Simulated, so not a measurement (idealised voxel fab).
The document below concerns the process module designated voxel gate over fins.
Section cut is 195 nm wide and gridded with 5 nm square cells.
In this document a cross-section is written as a grid of square cells. It is given as a series of bands, listed from the top down, and a band is one or more rows of cells. Each band's line starts with the height of the band's top and of its bottom, in nm. Then come its materials from left to right, each with its width in nm. One material with "all across" fills the band from edge to edge. "blank" is empty space. Heads up on the height convention: 0 is the point under which the incoming wafer is all one material, and the lowest band has no bottom, it just keeps going down, like "0 -> down". Width "30->40": first value at the band's top row of cells, second value at its bottom row, equal change from row to row. It should be understood that the words "nothing different", when stated for a given step, signify that the cross-section underwent no change in any of its cells during that step. Look at "Closed void catalog" for the closed voids: empty spaces with no open path to the top, sized 8 cells or up. Each is width x height at distance, distance from the left edge, all nm. If you see something after the settings on a step's line, that's the simulator's own remark about that step. For masked steps, "overlay nm" on the step line gives how far right of plan the mask actually lay; a minus sign means it lay to the left.

[Intended process steps]
| 1 | RECEIVE, material Si |
| 2 | CONFORMAL_DEP, material SiN, thk nm 5 |
| 3 | DIRECTIONAL_DEP, material aC, thk nm 15 |
| 4 | PATTERN, tone cover, mask id FINS, material resist, width nm 15, pitch nm 60, thk nm 30, overlay nm 0 |
| 5 | DIRECTIONAL_ETCH, etch materials aC, depth nm 15 |
| 6 | STRIP, etch materials resist |
| 7 | DIRECTIONAL_ETCH, etch materials SiN, depth nm 5 |
| 8 | DIRECTIONAL_ETCH, etch materials Si, depth nm 30 |
| 9 | STRIP, etch materials aC |
| 10 | FILL_DEP, material SiO2, thk nm 10 |
| 11 | CMP, height nm 5 |
| 12 | MASKED_ETCH, tone open, mask id RAIL, width nm 15, etch materials SiO2, depth nm 30, overlay nm 0 |
| 13 | CONFORMAL_DEP, material TiN, thk nm 5 |
| 14 | FILL_DEP, material W, thk nm 5 |
| 15 | CMP, height nm 5 |
| 16 | SELECTIVE_ETCH, etch materials W Ru TiN, depth nm 20 |
| 17 | FILL_DEP, material SiO2, thk nm 5 |
| 18 | CMP, height nm 5 |
| 19 | SELECTIVE_ETCH, etch materials SiO2, depth nm 15 |
| 20 | STRIP, etch materials SiN |
| 21 | CONFORMAL_DEP, material HfO2, thk nm 5 |
| 22 | CONFORMAL_DEP, material TiN, thk nm 5 |
| 23 | CONFORMAL_DEP, material TiAl, thk nm 5 |
| 24 | CONFORMAL_DEP, material TiN, thk nm 5 |
| 25 | FILL_DEP, material W, thk nm 15 |
| 26 | CMP, height nm 30 |
| 27 | CONFORMAL_DEP, material SiCN, thk nm 10 |

[Delivered wafer in cross-section: state after step 1]
    0 -> down | Si all across
    Closed void catalog: none

[Run as planned - first of the two wafers cross-sectioned at the end of the module]
    40 -> 30 | SiCN all across
    30 -> 20 | W all across
    20 -> 15 | W=10 | TiN=55 | W=5 | TiN=55 | W=5 | TiN=55 | W=10
    15 -> 10 | W=10 | TiN=5 | TiAl=45 | TiN=5 | W=5 | TiN=5 | TiAl=45 | TiN=5 | W=5 | TiN=5 | TiAl=45 | TiN=5 | W=10
    10 -> 5 | TiN=15 | TiAl=5 | TiN=35 | TiAl=5 | TiN=15 | TiAl=5 | TiN=35 | TiAl=5 | TiN=15 | TiAl=5 | TiN=35 | TiAl=5 | TiN=15
    5 -> 0 | TiAl=20 | TiN=5 | HfO2=25 | TiN=5 | TiAl=25 | TiN=5 | HfO2=25 | TiN=5 | TiAl=25 | TiN=5 | HfO2=25 | TiN=5 | TiAl=20
    0 -> -5 | TiN=25 | HfO2=5 | Si=15 | HfO2=5 | TiN=35 | HfO2=5 | Si=15 | HfO2=5 | TiN=35 | HfO2=5 | Si=15 | HfO2=5 | TiN=25
    -5 -> -10 | HfO2=30 | Si=15 | HfO2=45 | Si=15 | HfO2=45 | Si=15 | HfO2=30
    -10 -> -15 | SiO2=30 | Si=15 | SiO2=45 | Si=15 | SiO2=45 | Si=15 | SiO2=30
    -15 -> -20 | SiO2=30 | Si=15 | SiO2=15 | TiN=5 | W=5 | TiN=5 | SiO2=15 | Si=15 | SiO2=45 | Si=15 | SiO2=30
    -20 -> -25 | SiO2=30 | Si=15 | SiO2=15 | TiN=15 | SiO2=15 | Si=15 | SiO2=45 | Si=15 | SiO2=30
    -25 -> -30 | SiO2=30 | Si=15 | SiO2=45 | Si=15 | SiO2=45 | Si=15 | SiO2=30
    -30 -> down | Si all across
    Closed void catalog: none

[Cross-sectional view: second of two wafers, end of module; start and plan identical to the first, one mistake in running]
    40 -> 30 | SiCN all across
    30 -> 20 | W all across
    20 -> 15 | W=10 | TiN=55 | W=5 | TiN=55 | W=5 | TiN=55 | W=10
    15 -> 10 | W=10 | TiN=5 | TiAl=45 | TiN=5 | W=5 | TiN=5 | TiAl=45 | TiN=5 | W=5 | TiN=5 | TiAl=45 | TiN=5 | W=10
    10 -> 5 | TiN=15 | TiAl=5 | TiN=35 | TiAl=5 | TiN=15 | TiAl=5 | TiN=35 | TiAl=5 | TiN=15 | TiAl=5 | TiN=35 | TiAl=5 | TiN=15
    5 -> 0 | TiAl=20 | TiN=5 | HfO2=25 | TiN=5 | TiAl=25 | TiN=5 | HfO2=25 | TiN=5 | TiAl=25 | TiN=5 | HfO2=25 | TiN=5 | TiAl=20
    0 -> -5 | TiN=25 | HfO2=5 | Si=15 | HfO2=5 | TiN=35 | HfO2=5 | Si=15 | HfO2=5 | TiN=35 | HfO2=5 | Si=15 | HfO2=5 | TiN=25
    -5 -> -10 | HfO2=30 | Si=15 | HfO2=45 | Si=15 | HfO2=45 | Si=15 | HfO2=30
    -10 -> -15 | SiO2=30 | Si=15 | SiO2=45 | Si=15 | SiO2=45 | Si=15 | SiO2=30
    -15 -> -20 | SiO2=30 | Si=15 | SiO2=15 | TiN=15 | SiO2=15 | Si=15 | SiO2=45 | Si=15 | SiO2=30
    -20 -> down | Si all across
    Closed void catalog: none
Processing error: step 8 was not run as planned; what actually ran was DIRECTIONAL_ETCH, etch materials Si, depth nm 20
Final tally in cells, some materials are higher or lower on the second wafer than on the first: +60 Si, -57 SiO2, -2 TiN, -1 W
